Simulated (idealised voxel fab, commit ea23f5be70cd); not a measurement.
The following process module bears the name voxel released beams.
It is cross-section cut that appears here, measuring 270 nm in width, its square cells being 5 nm in size.
The cross-sections in this document take the form of a grid made of square cells. They are written out as bands, in order from top to bottom. Each band consists of one or more rows of cells.
First you get the band's top height and its bottom height, in nm, and then the materials it's made of, left to right, with each width in nm. If you see a single material with "all across", that one covers the band edge to edge. "air" is empty space.
Note: height 0 marks the level under which the wafer is uniformly one material as received. Lowest band unbounded below, written "from 0 down".
It should be noted that a width expressed as "30..40" varies in equal increments from row to row of cells within the band, taking the value of the first number at the top row and that of the second number at the bottom row.
A step reported as "nothing changed" is a step in which no cell of the cross-section changed.
Empty spaces without an open route to the top, at least 8 cells in extent, make up the entry "Unvented internal voids"; each is given as width x height at distance, where the distance is measured from the left edge, and all are in nm.
Where a step's line continues beyond its settings, the continuation is a remark by the simulator itself on that step.
"overlay nm" on a masked step: distance the mask lay right of its planned place, negative for left.
# Steps planned for the process
- 1: RECEIVE [material Si]
- 2: CONFORMAL_DEP [material SiN] [thk nm 10]
- 3: DIRECTIONAL_DEP [material SiO2] [thk nm 20]
- 4: MASKED_ETCH [tone open] [mask id ANCHOR] [width nm 30] [etch materials SiO2] [depth nm 20] [overlay nm 0]
- 5: CONFORMAL_DEP [material polySi] [thk nm 10]
- 6: DIRECTIONAL_DEP [material aC] [thk nm 10]
- 7: PATTERN [tone cover] [mask id BEAM] [material resist] [width nm 90] [thk nm 25] [overlay nm 0]
- 8: DIRECTIONAL_ETCH [etch materials aC] [depth nm 10]
- 9: STRIP [etch materials resist]
- 10: DIRECTIONAL_ETCH [etch materials polySi] [depth nm 10]
- 11: STRIP [etch materials aC]
- 12: STRIP [etch materials SiO2]
# First of the two wafers, run per plan
# Delivered wafer in cross-section: state after step 1
  from 0 down  Si all across
  Unvented internal voids: none
# Step 2 done - wafer cross-section
  from 10 to 0  SiN all across
  Whatever lies below 0 is exactly as it was before.
# Step 3 done - wafer cross-section
  from 30 to 10  SiO2 all across
  Whatever lies below 10 is exactly as it was before.
# Step 4 done - wafer cross-section
  from 30 to 10  90 nm SiO2; 30 nm air; 150 nm SiO2
  Whatever lies below 10 is exactly as it was before.
# Step 5 done - wafer cross-section
  from 40 to 30  100 nm polySi; 10 nm air; 160 nm polySi
  from 30 to 20  90 nm SiO2; 10 nm polySi; 10 nm air; 10 nm polySi; 150 nm SiO2
  from 20 to 10  90 nm SiO2; 30 nm polySi; 150 nm SiO2
  Whatever lies below 10 is exactly as it was before.
# Step 6 done - wafer cross-section
  from 50 to 40  100 nm aC; 10 nm air; 160 nm aC
  from 40 to 30  100 nm polySi; 10 nm air; 160 nm polySi
  from 30 to 20  90 nm SiO2; 10 nm polySi; 10 nm aC; 10 nm polySi; 150 nm SiO2
  Whatever lies below 20 is exactly as it was before.
# Step 7 done - wafer cross-section
  from 75 to 50  85 nm air; 90 nm resist; 95 nm air
  from 50 to 40  100 nm aC; 10 nm resist; 160 nm aC
  from 40 to 30  100 nm polySi; 10 nm resist; 160 nm polySi
  Whatever lies below 30 is exactly as it was before.
# Step 8 done - wafer cross-section
  from 65 to 50  85 nm air; 90 nm resist; 95 nm air
  from 50 to 40  85 nm air; 15 nm aC; 10 nm resist; 65 nm aC; 95 nm air
  Whatever lies below 40 is exactly as it was before.
# Step 9 done - wafer cross-section
  from 50 to 40  85 nm air; 15 nm aC; 10 nm air; 65 nm aC; 95 nm air
  from 40 to 30  100 nm polySi; 10 nm air; 160 nm polySi
  Whatever lies below 30 is exactly as it was before.
# Step 10 done - wafer cross-section
  from 50 to 40  85 nm air; 15 nm aC; 10 nm air; 65 nm aC; 95 nm air
  from 40 to 30  85 nm air; 15 nm polySi; 10 nm air; 65 nm polySi; 95 nm air
  Whatever lies below 30 is exactly as it was before.
# Step 11 done - wafer cross-section
  from 40 to 30  85 nm air; 15 nm polySi; 10 nm air; 65 nm polySi; 95 nm air
  from 30 to 20  90 nm SiO2; 10 nm polySi; 10 nm air; 10 nm polySi; 150 nm SiO2
  Whatever lies below 20 is exactly as it was before.
# Step 12 done - wafer cross-section
  from 40 to 30  85 nm air; 15 nm polySi; 10 nm air; 65 nm polySi; 95 nm air
  from 30 to 20  90 nm air; 10 nm polySi; 10 nm air; 10 nm polySi; 150 nm air
  from 20 to 10  90 nm air; 30 nm polySi; 150 nm air
  Whatever lies below 10 is exactly as it was before.
# The remaining wafer, second of the two, started like the first and was run to the same plan, except that one mistake was made along the way; the two coincide through step 3, inclusive
# Here is the second wafer in cross-section at the point where step 4 of the plan should have been done
  from 30 to 10  90 nm air; 30 nm SiO2; 150 nm air
  Whatever lies below 10 is exactly as it was before.
# Here is the second wafer in cross-section at the point where step 5 of the plan should have been done
  from 40 to 30  80 nm air; 50 nm polySi; 140 nm air
  from 30 to 20  80 nm air; 10 nm polySi; 30 nm SiO2; 10 nm polySi; 140 nm air
  from 20 to 10  90 nm polySi; 30 nm SiO2; 150 nm polySi
  Whatever lies below 10 is exactly as it was before.
# Here is the second wafer in cross-section at the point where step 6 of the plan should have been done
  from 50 to 40  80 nm air; 50 nm aC; 140 nm air
  from 40 to 30  80 nm air; 50 nm polySi; 140 nm air
  from 30 to 20  80 nm aC; 10 nm polySi; 30 nm SiO2; 10 nm polySi; 140 nm aC
  Whatever lies below 20 is exactly as it was before.
# Here is the second wafer in cross-section at the point where step 7 of the plan should have been done
  from 75 to 50  85 nm air; 90 nm resist; 95 nm air
  from 50 to 40  80 nm air; 50 nm aC; 45 nm resist; 95 nm air
  from 40 to 30  80 nm air; 50 nm polySi; 45 nm resist; 95 nm air
  Whatever lies below 30 is exactly as it was before.
# Here is the second wafer in cross-section at the point where step 8 of the plan should have been done
  from 65 to 50  85 nm air; 90 nm resist; 95 nm air
  from 50 to 40  85 nm air; 45 nm aC; 45 nm resist; 95 nm air
  from 40 to 30  80 nm air; 50 nm polySi; 45 nm resist; 95 nm air
  from 30 to 20  80 nm air; 10 nm polySi; 30 nm SiO2; 10 nm polySi; 45 nm aC; 95 nm air
  Whatever lies below 20 is exactly as it was before.
# Here is the second wafer in cross-section at the point where step 9 of the plan should have been done
  from 50 to 40  85 nm air; 45 nm aC; 140 nm air
  from 40 to 30  80 nm air; 50 nm polySi; 140 nm air
  Whatever lies below 30 is exactly as it was before.
# Here is the second wafer in cross-section at the point where step 10 of the plan should have been done
  from 50 to 40  85 nm air; 45 nm aC; 140 nm air
  from 40 to 30  85 nm air; 45 nm polySi; 140 nm air
  from 30 to 20  80 nm air; 10 nm polySi; 30 nm SiO2; 10 nm polySi; 45 nm aC; 95 nm air
  from 20 to 10  80 nm air; 10 nm polySi; 30 nm SiO2; 55 nm polySi; 95 nm air
  Whatever lies below 10 is exactly as it was before.
# Here is the second wafer in cross-section at the point where step 11 of the plan should have been done
  from 40 to 30  85 nm air; 45 nm polySi; 140 nm air
  from 30 to 20  80 nm air; 10 nm polySi; 30 nm SiO2; 10 nm polySi; 140 nm air
  Whatever lies below 20 is exactly as it was before.
Here is the second wafer in cross-section at the point where step 12 of the plan should have been done: nothing changed
Which mistake was made when the wafer was run? step 4 changed vs plan, executed as MASKED_ETCH [tone cover] [mask id ANCHOR] [width nm 30] [etch materials SiO2] [depth nm 20] [overlay nm 0]
Count the cells at the end and the second wafer has more or fewer of some materials than the first: SiO2: 24 more
